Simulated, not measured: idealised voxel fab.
process module | voxel ribs on slabs
cross-section cut | 260 nm wide | cells 5 nm
A cross-section is a grid of square cells, given in bands from the top down. A band is one or more rows of cells.
Each band's line starts with the height of the band's top and of its bottom, in nm. Then come its materials from left to right, each with its width in nm. One material with "throughout" fills the band from edge to edge. "air" is empty space.
Height 0 is the level under which the wafer as received is all one material. The lowest band goes on downwards, as in "0 down".
A width such as "30 to 40" changes by the same amount from each row of cells to the next, from the band's top row to its bottom row.
"no change" after a step means that no cell of the cross-section changed.
closed voids: empty space of 8 cells or more with no open way to the top, each as width x height at its distance from the left edge, in nm
after a step's settings: what the simulator itself notes on the step
overlay nm, on a step with a mask: how far to the right of its planned place the mask lay; to the left if negative
plan
1 op RECEIVE | material Si
2 op DIRECTIONAL_DEP | material SiO2 | thk nm 25
3 op DIRECTIONAL_DEP | material SiN | thk nm 20
4 op MASKED_ETCH | tone cover | mask id RIB | width nm 30 | etch materials SiN | depth nm 5 | overlay nm 0
5 op DIRECTIONAL_DEP | material aC | thk nm 10
6 op PATTERN | tone cover | mask id SLAB | material resist | width nm 80 | thk nm 25 | overlay nm 0
7 op DIRECTIONAL_ETCH | etch materials aC | depth nm 10
8 op STRIP | etch materials resist
9 op DIRECTIONAL_ETCH | etch materials SiN | depth nm 15
10 op STRIP | etch materials aC
11 op FILL_DEP | material SiO2 | thk nm 20
12 op CMP | height nm 55
13 op DIRECTIONAL_DEP | material W | thk nm 10
14 op MASKED_ETCH | tone cover | mask id HEATER | width nm 40 | etch materials W | depth nm 10 | overlay nm 0
15 op CONFORMAL_DEP | material SiN | thk nm 5
first wafer, as planned
as received, after step 1
  0 down: Si throughout
  closed voids: none
after step 2
  25 to 0: SiO2 throughout
  below 0: unchanged
after step 3
  45 to 25: SiN throughout
  below 25: unchanged
after step 4
  45 to 40: air 115 | SiN 30 | air 115
  below 40: unchanged
after step 5
  55 to 50: air 115 | aC 30 | air 115
  50 to 45: aC throughout
  45 to 40: aC 115 | SiN 30 | aC 115
  below 40: unchanged
after step 6
  80 to 55: air 90 | resist 80 | air 90
  55 to 50: air 90 | resist 25 | aC 30 | resist 25 | air 90
  below 50: unchanged
after step 7
  70 to 55: air 90 | resist 80 | air 90
  55 to 50: air 90 | resist 25 | aC 30 | resist 25 | air 90
  50 to 45: air 90 | aC 80 | air 90
  45 to 40: air 90 | aC 25 | SiN 30 | aC 25 | air 90
  below 40: unchanged
after step 8
  55 to 45: air 115 to 90 | aC 30 to 80 | air 115 to 90
  below 45: unchanged
after step 9
  55 to 45: air 115 to 90 | aC 30 to 80 | air 115 to 90
  45 to 40: air 90 | aC 25 | SiN 30 | aC 25 | air 90
  40 to 25: air 90 | SiN 80 | air 90
  below 25: unchanged
after step 10
  45 to 40: air 115 | SiN 30 | air 115
  below 40: unchanged
after step 11
  65 to 45: SiO2 throughout
  45 to 40: SiO2 115 | SiN 30 | SiO2 115
  40 to 25: SiO2 90 | SiN 80 | SiO2 90
  below 25: unchanged
after step 12
  55 to 45: SiO2 throughout
  below 45: unchanged
after step 13
  65 to 55: W throughout
  below 55: unchanged
after step 14
  65 to 55: air 110 | W 40 | air 110
  below 55: unchanged
after step 15
  70 to 65: air 105 | SiN 50 | air 105
  65 to 60: air 105 | SiN 5 | W 40 | SiN 5 | air 105
  60 to 55: SiN 110 | W 40 | SiN 110
  below 55: unchanged
second wafer: like start, like plan, one mistake. Through step 13 it matches the first wafer
when step 14 should have ended
  65 to 55: W 110 | air 40 | W 110
  below 55: unchanged
when step 15 should have ended
  70 to 65: SiN 115 | air 30 | SiN 115
  65 to 60: W 110 | SiN 5 | air 30 | SiN 5 | W 110
  60 to 55: W 110 | SiN 40 | W 110
  below 55: unchanged
what went wrong: step 14 ran as: op MASKED_ETCH | tone open | mask id HEATER | width nm 40 | etch materials W | depth nm 10 | overlay nm 0
at the end the second wafer has, in cells: 72 more of W
